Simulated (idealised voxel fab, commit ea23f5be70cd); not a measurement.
process module | voxel ribs on slabs
cross-section cut | 265 nm wide | cells 5 nm
A cross-section is a grid of square cells, given in bands from the top down. A band is one or more rows of cells.
Each band's line starts with the height of the band's top and of its bottom, in nm. Then come its materials from left to right, each with its width in nm. One material with "throughout" fills the band from edge to edge. "air" is empty space.
Height 0 is the level under which the wafer as received is all one material. The lowest band goes on downwards, as in "0 down".
A width such as "30 to 40" changes by the same amount from each row of cells to the next, from the band's top row to its bottom row.
"no change" after a step means that no cell of the cross-section changed.
closed voids: empty space of 8 cells or more with no open way to the top, each as width x height at its distance from the left edge, in nm
after a step's settings: what the simulator itself notes on the step
overlay nm, on a step with a mask: how far to the right of its planned place the mask lay; to the left if negative
plan
1 op RECEIVE | material Si
2 op DIRECTIONAL_DEP | material SiO2 | thk nm 30
3 op DIRECTIONAL_DEP | material SiN | thk nm 20
4 op PATTERN | tone cover | mask id RIB | material resist | width nm 25 | thk nm 15 | overlay nm 0
5 op DIRECTIONAL_ETCH | etch materials SiN | depth nm 5
6 op STRIP | etch materials resist
7 op PATTERN | tone cover | mask id SLAB | material resist | width nm 85 | thk nm 15 | overlay nm 0
8 op DIRECTIONAL_ETCH | etch materials SiN | depth nm 15
9 op STRIP | etch materials resist
10 op FILL_DEP | material SiO2 | thk nm 20
11 op CMP | height nm 60
12 op DIRECTIONAL_DEP | material W | thk nm 5
13 op DIRECTIONAL_DEP | material aC | thk nm 15
14 op PATTERN | tone cover | mask id HEATER | material resist | width nm 35 | thk nm 30 | overlay nm 0
15 op DIRECTIONAL_ETCH | etch materials aC | depth nm 15
16 op STRIP | etch materials resist
17 op DIRECTIONAL_ETCH | etch materials W | depth nm 5
18 op STRIP | etch materials aC
19 op CONFORMAL_DEP | material SiN | thk nm 10
as received, after step 1
  0 down: Si throughout
  closed voids: none
a wafer at the end: this start, this plan, one mistake
  75 to 70: air 105 | SiN 55 | air 105
  70 to 65: SiN throughout
  65 to 60: SiN 115 | W 35 | SiN 115
  60 to 50: SiO2 90 | SiN 85 | SiO2 90
  50 to 30: SiN throughout
  30 to 0: SiO2 throughout
  0 down: Si throughout
  closed voids: none
what went wrong: step 3 was run twice
